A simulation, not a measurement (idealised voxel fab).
This is a process module. Its name is voxel fin reveal.
Xsec cut, 200 nm wide, square cell size 5 nm.
For the purposes of this document, a cross-section shall be understood as a grid of square cells, specified as bands listed in top-to-bottom order, each band consisting of one or more rows of cells.
Heights first: top, then bottom, in nm. Then materials, left to right, each with a width in nm. "all across" on a single material: fills the band edge to edge. "air": empty space.
Height reference: 0 = level under which incoming wafer is all one material. Lowest band: no bottom, runs on downward, e.g. "0..down".
Width: "30 to 40" (first number = top row, second number = bottom row, same change from row to row of cells).
Take "remained the same" at face value: in the step it is given for, the cross-section changed in none of its cells.
Each empty space that has no open way to the top and spans at least 8 cells appears under "Sealed cavities" as width x height at distance, the distance counted from the left edge, all in nm.
On each step's line, the part that comes after the settings is the simulator's own comment on the step.
overlay nm: mask offset rightward from planned place, masked step; negative means leftward offset.
[Planned process steps]
1,RECEIVE (material Si)
2,CONFORMAL_DEP (material SiN; thk nm 10)
3,MASKED_ETCH (tone cover; mask id FINS; width nm 15; pitch nm 35; etch materials SiN; depth nm 10; overlay nm 0)
4,MASKED_ETCH (tone cover; mask id FINS; width nm 15; pitch nm 35; etch materials Si; depth nm 35; overlay nm 0)
5,OXIDIZE (depth nm 5)
6,FILL_DEP (material SiO2; thk nm 10)
7,CMP (height nm 10)
8,SELECTIVE_ETCH (etch materials SiO2; depth nm 35)
9,STRIP (etch materials SiN)
10,CONFORMAL_DEP (material HfO2; thk nm 5)
[Cross-section of the incoming wafer, state after step 1]
  0..down  Si all across
  Sealed cavities: none
[First of two wafers, end-of-module section, run followed plan]
  5..0  air=40; HfO2=15; air=20; HfO2=15; air=20; HfO2=15; air=20; HfO2=15; air=40
  0..-20  air=40; HfO2=5; Si=5; HfO2=5; air=20; HfO2=5; Si=5; HfO2=5; air=20; HfO2=5; Si=5; HfO2=5; air=20; HfO2=5; Si=5; HfO2=5; air=40
  -20..-25  HfO2=45; Si=5; HfO2=30; Si=5; HfO2=30; Si=5; HfO2=30; Si=5; HfO2=45
  -25..-40  SiO2=45; Si=5; SiO2=30; Si=5; SiO2=30; Si=5; SiO2=30; Si=5; SiO2=45
  -40..down  Si all across
  Sealed cavities: none
[Wafer two (of two), end-of-module cross-section: start = wafer one, plan = wafer one, one run mistake]
  5..0  air=35; HfO2=15; air=20; HfO2=15; air=20; HfO2=15; air=20; HfO2=15; air=45
  0..-5  air=35; HfO2=5; Si=5; HfO2=10; air=15; HfO2=5; Si=5; HfO2=10; air=15; HfO2=5; Si=5; HfO2=10; air=15; HfO2=5; Si=5; HfO2=10; air=40
  -5..-20  air=35; HfO2=5; Si=10; HfO2=5; air=15; HfO2=5; Si=10; HfO2=5; air=15; HfO2=5; Si=10; HfO2=5; air=15; HfO2=5; Si=10; HfO2=5; air=40
  -20..-25  HfO2=40; Si=10; HfO2=25; Si=10; HfO2=25; Si=10; HfO2=25; Si=10; HfO2=45
  -25..-40  SiO2=40; Si=10; SiO2=25; Si=10; SiO2=25; Si=10; SiO2=25; Si=10; SiO2=45
  -40..down  Si all across
  Sealed cavities: none
Deviation from plan: step 3 was run on a setting that differed from the plan, and what really ran there is MASKED_ETCH (tone cover; mask id FINS; width nm 15; pitch nm 35; etch materials SiN; depth nm 10; overlay nm -5)
Looking at both finished wafers in cells, the second ends up ahead of or behind the first on some materials: Si: 28 more; SiO2: 12 fewer
